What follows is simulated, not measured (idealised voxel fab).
This section sets out a process module, namely voxel gate over fins.
Cross-sectional view cut (width: 155 nm; square cell size: 5 nm).
Think of the cross-section as a grid of square cells. We describe it in bands, top to bottom, and each band covers one or more rows of those cells. Within each band entry, the heights of the top and of the bottom of the band appear first, in that order and in nm; the materials of the band then follow from left to right, each with its corresponding width in nm. The designation "throughout" on a single material indicates that it fills the band from edge to edge; the designation "empty" indicates empty space. Zero point of the height axis is 0; under it, received wafer = one material. Lowest band: continues down indefinitely, "top 0, no bottom". Note: "30..40" means the width goes from the first number (top row of the band) to the second number (bottom row) in equal steps per row of cells. Basically "remains unaltered" means that step didn't change any cell in the cross-section. "Enclosed void catalog" means: voids of 8 cells or more that are shut off from the top with no open way through. Written width x height at distance, distance from the left edge, in nm. Formally, on a step line, whatever follows the settings is a remark that the simulator itself makes on the step. "overlay nm" answers the question of how far to the right of plan the mask lay on a step that has a mask, and when it is negative the answer is to the left.
# The process steps that were planned are listed below
- 1: RECEIVE (material Si)
- 2: CONFORMAL_DEP (material SiN; thk nm 5)
- 3: PATTERN (tone cover; mask id FINS; material resist; width nm 15; pitch nm 35; thk nm 15; overlay nm 0)
- 4: DIRECTIONAL_ETCH (etch materials SiN; depth nm 5)
- 5: DIRECTIONAL_ETCH (etch materials Si; depth nm 30)
- 6: STRIP (etch materials resist)
- 7: OXIDIZE (depth nm 5)
- 8: FILL_DEP (material SiO2; thk nm 15)
- 9: CMP (height nm 5)
- 10: SELECTIVE_ETCH (etch materials SiO2; depth nm 15)
- 11: STRIP (etch materials SiN)
- 12: CONFORMAL_DEP (material HfO2; thk nm 5)
- 13: CONFORMAL_DEP (material TiN; thk nm 5)
- 14: FILL_DEP (material W; thk nm 10)
- 15: CMP (height nm 15)
- 16: CONFORMAL_DEP (material SiCN; thk nm 10)
Be aware that, although all wafers share a common starting state, the thk nm at step 12 differs among them, and the plan displays the first wafer's value.
# The first of several wafers in cross-section, exactly as it reached us after step 1
  top 0, no bottom: Si throughout
  Enclosed void catalog: none
# Below is a per-wafer table. In it, each row describes the wafer at the end of the module by giving, for each material, the number of cells gained (+) or lost (-) since the wafer was received, and after that the closed voids of the wafer
thk nm 5, +39 HfO2, -203 Si, +62 SiCN, +145 SiO2, +39 TiN, +73 W, Enclosed void catalog: none
thk nm 10, +78 HfO2, -203 Si, +62 SiCN, +145 SiO2, +39 TiN, +34 W, Enclosed void catalog: none
thk nm 15, +117 HfO2, -203 Si, +62 SiCN, +145 SiO2, +19 TiN, +15 W, Enclosed void catalog: none
thk nm 20, +136 HfO2, -203 Si, +62 SiCN, +145 SiO2, +15 TiN, Enclosed void catalog: none
